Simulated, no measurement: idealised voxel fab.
process module | voxel wiring stack
cross-section cut | 195 nm wide | cells 5 nm
A cross-section is a grid of square cells, given in bands from the top down. A band is one or more rows of cells.
Each band's line starts with the height of the band's top and of its bottom, in nm. Then come its materials from left to right, each with its width in nm. One material with "throughout" fills the band from edge to edge. "air" is empty space.
Height 0 is the level under which the wafer as received is all one material. The lowest band goes on downwards, as in "0 down".
A width such as "30 to 40" changes by the same amount from each row of cells to the next, from the band's top row to its bottom row.
"no change" after a step means that no cell of the cross-section changed.
closed voids: empty space of 8 cells or more with no open way to the top, each as width x height at its distance from the left edge, in nm
after a step's settings: what the simulator itself notes on the step
overlay nm, on a step with a mask: how far to the right of its planned place the mask lay; to the left if negative
Each pair below shows a cross-section before one step and the cross-section after it, down to the lowest band that changed. The line under each pair gives the step between them, with its settings. The pairs can come from different runs of this module on the same starting wafer, so a pair continues from the pair above only where its "before" says so.
before
  75 to 55: air 60 | W 25 | air 25 | W 25 | air 60
  55 to 50: air 60 | TiN 25 | air 25 | TiN 25 | air 60
  50 to 40: lowk 60 | TiN 5 | W 5 | TiN 5 | lowk 120
  40 to 35: SiCN 60 | TiN 15 | SiCN 120
  35 to 15: W 60 | lowk 25 | W 25 | lowk 25 | W 60
  15 to 10: TiN 60 | lowk 25 | TiN 25 | lowk 25 | TiN 60
  10 to 0: SiO2 throughout
  0 down: Si throughout
  closed voids: none
after
  80 to 75: air 55 | SiCN 35 | air 15 | SiCN 35 | air 55
  75 to 55: air 55 | SiCN 5 | W 25 | SiCN 5 | air 15 | SiCN 5 | W 25 | SiCN 5 | air 55
  55 to 50: SiCN 60 | TiN 25 | SiCN 25 | TiN 25 | SiCN 60
  below 50: unchanged
  closed voids: none
the step between: op CONFORMAL_DEP | material SiCN | thk nm 5
before: the cross-section after the pair above
after
  90 to 80: lowk throughout
  80 to 75: lowk 55 | SiCN 35 | lowk 15 | SiCN 35 | lowk 55
  75 to 55: lowk 55 | SiCN 5 | W 25 | SiCN 5 | lowk 15 | SiCN 5 | W 25 | SiCN 5 | lowk 55
  below 55: unchanged
  closed voids: none
the step between: op FILL_DEP | material lowk | thk nm 10
before: the cross-section after the pair above
after
  75 to 55: lowk 55 | SiCN 5 | W 25 | SiCN 5 | lowk 15 | SiCN 5 | W 25 | SiCN 5 | lowk 55
  below 55: unchanged
  closed voids: none
the step between: op CMP | height nm 75
before: the cross-section after the pair above
after
  80 to 75: SiN throughout
  below 75: unchanged
  closed voids: none
the step between: op CONFORMAL_DEP | material SiN | thk nm 5
